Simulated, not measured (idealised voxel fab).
Process module, titled voxel self aligned contacts
The cross-section shown here is cut; it is 150 nm wide and divided into square cells measuring 5 nm on a side.
Cross-section format: a grid of square cells, given as bands from top to bottom; each band is one or more rows of cells.
It is stipulated that each band's entry specify, in nanometres, the height of the top of the band and then that of its bottom, followed by the materials of the band in left-to-right sequence, each together with its width in nanometres. A single material marked by the word "throughout" is understood to fill the band from edge to edge; the word "empty" is understood to denote empty space.
Note: height 0 marks the level under which the wafer is uniformly one material as received. Lowest band unbounded below, written "top 0, no bottom".
With a width like "30 to 40", each row of cells in the band differs from the next by the same amount, the top row carrying the first number and the bottom row the second.
Take "no change occurred" at face value: in the step it is given for, the cross-section changed in none of its cells.
The list in "Trapped cavities" covers empty spaces of 8 cells or more that cannot reach the top through any open way, and it gives each as width x height at distance; the distance is from the left edge, and width, height and distance are in nm.
Where a step's line continues beyond its settings, the continuation is a remark by the simulator itself on that step.
Each step line may optionally specify "overlay nm", which for a step with a mask gives the rightward distance between the mask's planned place and where it lay, a negative value indicating the leftward direction.
## Below is the list of planned process steps
1: RECEIVE [material Si]
2: CONFORMAL_DEP [material SiO2] [thk nm 5]
3: DIRECTIONAL_DEP [material polySi] [thk nm 30]
4: DIRECTIONAL_DEP [material SiN] [thk nm 20]
5: MASKED_ETCH [tone cover] [mask id GATE] [width nm 30] [pitch nm 60] [etch materials SiN] [depth nm 20] [overlay nm 0]
6: MASKED_ETCH [tone cover] [mask id GATE] [width nm 30] [pitch nm 60] [etch materials polySi] [depth nm 30] [overlay nm 0]
7: CONFORMAL_DEP [material SiN] [thk nm 5]
8: DIRECTIONAL_ETCH [etch materials SiN] [depth nm 5]
9: FILL_DEP [material SiO2] [thk nm 20]
10: CMP [height nm 65]
11: DIRECTIONAL_DEP [material aC] [thk nm 15]
12: PATTERN [tone open] [mask id CONTACT] [material resist] [width nm 40] [thk nm 30] [overlay nm 0]
13: DIRECTIONAL_ETCH [etch materials aC] [depth nm 15]
14: STRIP [etch materials resist]
15: DIRECTIONAL_ETCH [etch materials SiO2] [depth nm 65]
16: STRIP [etch materials aC]
17: CONFORMAL_DEP [material TiN] [thk nm 5]
18: FILL_DEP [material W] [thk nm 5]
19: CMP [height nm 65]
20: CONFORMAL_DEP [material SiN] [thk nm 5]
## First wafer out of two, processed as planned
## Cross-section of the wafer at receipt, which is the condition after step 1
> top 0, no bottom: Si throughout
> Trapped cavities: none
## Sectional view: wafer, after step 2
> top 5, bottom 0: SiO2 throughout
> Whatever lies below 0 is exactly as it was before.
## Sectional view: wafer, after step 3
> top 35, bottom 5: polySi throughout
> Whatever lies below 5 is exactly as it was before.
## Sectional view: wafer, after step 4
> top 55, bottom 35: SiN throughout
> Whatever lies below 35 is exactly as it was before.
## Sectional view: wafer, after step 5
> top 55, bottom 35: 30 of empty  30 of SiN  30 of empty  30 of SiN  30 of empty
> Whatever lies below 35 is exactly as it was before.
## Sectional view: wafer, after step 6
> top 55, bottom 35: 30 of empty  30 of SiN  30 of empty  30 of SiN  30 of empty
> top 35, bottom 5: 30 of empty  30 of polySi  30 of empty  30 of polySi  30 of empty
> Whatever lies below 5 is exactly as it was before.
## Sectional view: wafer, after step 7
> top 60, bottom 35: 25 of empty  40 of SiN  20 of empty  40 of SiN  25 of empty
> top 35, bottom 10: 25 of empty  5 of SiN  30 of polySi  5 of SiN  20 of empty  5 of SiN  30 of polySi  5 of SiN  25 of empty
> top 10, bottom 5: 30 of SiN  30 of polySi  30 of SiN  30 of polySi  30 of SiN
> Whatever lies below 5 is exactly as it was before.
## Sectional view: wafer, after step 8
> top 55, bottom 35: 25 of empty  40 of SiN  20 of empty  40 of SiN  25 of empty
> top 35, bottom 5: 25 of empty  5 of SiN  30 of polySi  5 of SiN  20 of empty  5 of SiN  30 of polySi  5 of SiN  25 of empty
> Whatever lies below 5 is exactly as it was before.
## Sectional view: wafer, after step 9
> top 75, bottom 55: SiO2 throughout
> top 55, bottom 35: 25 of SiO2  40 of SiN  20 of SiO2  40 of SiN  25 of SiO2
> top 35, bottom 5: 25 of SiO2  5 of SiN  30 of polySi  5 of SiN  20 of SiO2  5 of SiN  30 of polySi  5 of SiN  25 of SiO2
> Whatever lies below 5 is exactly as it was before.
## Sectional view: wafer, after step 10
> top 65, bottom 55: SiO2 throughout
> Whatever lies below 55 is exactly as it was before.
## Sectional view: wafer, after step 11
> top 80, bottom 65: aC throughout
> Whatever lies below 65 is exactly as it was before.
## Sectional view: wafer, after step 12
> top 110, bottom 80: 55 of resist  40 of empty  55 of resist
> Whatever lies below 80 is exactly as it was before.
## Sectional view: wafer, after step 13
> top 95, bottom 80: 55 of resist  40 of empty  55 of resist
> top 80, bottom 65: 55 of aC  40 of empty  55 of aC
> Whatever lies below 65 is exactly as it was before.
## Sectional view: wafer, after step 14
> top 80, bottom 65: 55 of aC  40 of empty  55 of aC
> Whatever lies below 65 is exactly as it was before.
## Sectional view: wafer, after step 15
> top 80, bottom 65: 55 of aC  40 of empty  55 of aC
> top 65, bottom 55: 55 of SiO2  40 of empty  55 of SiO2
> top 55, bottom 35: 25 of SiO2  40 of SiN  20 of empty  40 of SiN  25 of SiO2
> top 35, bottom 5: 25 of SiO2  5 of SiN  30 of polySi  5 of SiN  20 of empty  5 of SiN  30 of polySi  5 of SiN  25 of SiO2
> top 5, bottom 0: 65 of SiO2  20 of empty  65 of SiO2
> Whatever lies below 0 is exactly as it was before.
## Sectional view: wafer, after step 16
> top 65, bottom 55: 55 of SiO2  40 of empty  55 of SiO2
> Whatever lies below 55 is exactly as it was before.
## Sectional view: wafer, after step 17
> top 70, bottom 65: 60 of TiN  30 of empty  60 of TiN
> top 65, bottom 55: 55 of SiO2  5 to 15 of TiN  30 to 10 of empty  5 to 15 of TiN  55 of SiO2
> top 55, bottom 35: 25 of SiO2  40 of SiN  5 of TiN  10 of empty  5 of TiN  40 of SiN  25 of SiO2
> top 35, bottom 5: 25 of SiO2  5 of SiN  30 of polySi  5 of SiN  5 of TiN  10 of empty  5 of TiN  5 of SiN  30 of polySi  5 of SiN  25 of SiO2
> top 5, bottom 0: 65 of SiO2  20 of TiN  65 of SiO2
> Whatever lies below 0 is exactly as it was before.
## Sectional view: wafer, after step 18
> top 75, bottom 70: W throughout
> top 70, bottom 65: 60 of TiN  30 of W  60 of TiN
> top 65, bottom 55: 55 of SiO2  5 to 15 of TiN  30 to 10 of W  5 to 15 of TiN  55 of SiO2
> top 55, bottom 35: 25 of SiO2  40 of SiN  5 of TiN  10 of W  5 of TiN  40 of SiN  25 of SiO2
> top 35, bottom 5: 25 of SiO2  5 of SiN  30 of polySi  5 of SiN  5 of TiN  10 of W  5 of TiN  5 of SiN  30 of polySi  5 of SiN  25 of SiO2
> Whatever lies below 5 is exactly as it was before.
## Sectional view: wafer, after step 19
> top 65, bottom 55: 55 of SiO2  5 to 15 of TiN  30 to 10 of W  5 to 15 of TiN  55 of SiO2
> Whatever lies below 55 is exactly as it was before.
## Sectional view: wafer, after step 20
> top 70, bottom 65: SiN throughout
> Whatever lies below 65 is exactly as it was before.
## Regarding the second of the two wafers: it shared the first wafer's starting condition and process plan, yet one error occurred during its execution. Its history coincides with that of the first wafer up to and including step 8
## Second wafer, section view, time point: scheduled end of step 9
> top 75, bottom 55: TiN throughout
> top 55, bottom 35: 25 of TiN  40 of SiN  20 of TiN  40 of SiN  25 of TiN
> top 35, bottom 5: 25 of TiN  5 of SiN  30 of polySi  5 of SiN  20 of TiN  5 of SiN  30 of polySi  5 of SiN  25 of TiN
> Whatever lies below 5 is exactly as it was before.
## Second wafer, section view, time point: scheduled end of step 10
> top 65, bottom 55: TiN throughout
> Whatever lies below 55 is exactly as it was before.
## Second wafer, section view, time point: scheduled end of step 11
> top 80, bottom 65: aC throughout
> Whatever lies below 65 is exactly as it was before.
## Second wafer, section view, time point: scheduled end of step 12
> top 110, bottom 80: 55 of resist  40 of empty  55 of resist
> Whatever lies below 80 is exactly as it was before.
## Second wafer, section view, time point: scheduled end of step 13
> top 95, bottom 80: 55 of resist  40 of empty  55 of resist
> top 80, bottom 65: 55 of aC  40 of empty  55 of aC
> Whatever lies below 65 is exactly as it was before.
## Second wafer, section view, time point: scheduled end of step 14
> top 80, bottom 65: 55 of aC  40 of empty  55 of aC
> Whatever lies below 65 is exactly as it was before.
Second wafer, section view, time point: scheduled end of step 15: no change occurred
## Second wafer, section view, time point: scheduled end of step 16
> top 65, bottom 55: TiN throughout
> Whatever lies below 55 is exactly as it was before.
## Second wafer, section view, time point: scheduled end of step 17
> top 70, bottom 55: TiN throughout
> Whatever lies below 55 is exactly as it was before.
## Second wafer, section view, time point: scheduled end of step 18
> top 75, bottom 70: W throughout
> Whatever lies below 70 is exactly as it was before.
## Second wafer, section view, time point: scheduled end of step 19
> top 65, bottom 55: TiN throughout
> Whatever lies below 55 is exactly as it was before.
## Second wafer, section view, time point: scheduled end of step 20
> top 70, bottom 65: SiN throughout
> Whatever lies below 65 is exactly as it was before.
Here's what went sideways: in deviation from the planned setting, step 9 was conducted as FILL_DEP [material TiN] [thk nm 20]
The final cell counts differ between the wafers, with the second having more or fewer of some materials than the first: SiO2: 140 fewer | TiN: 168 more | W: 28 fewer
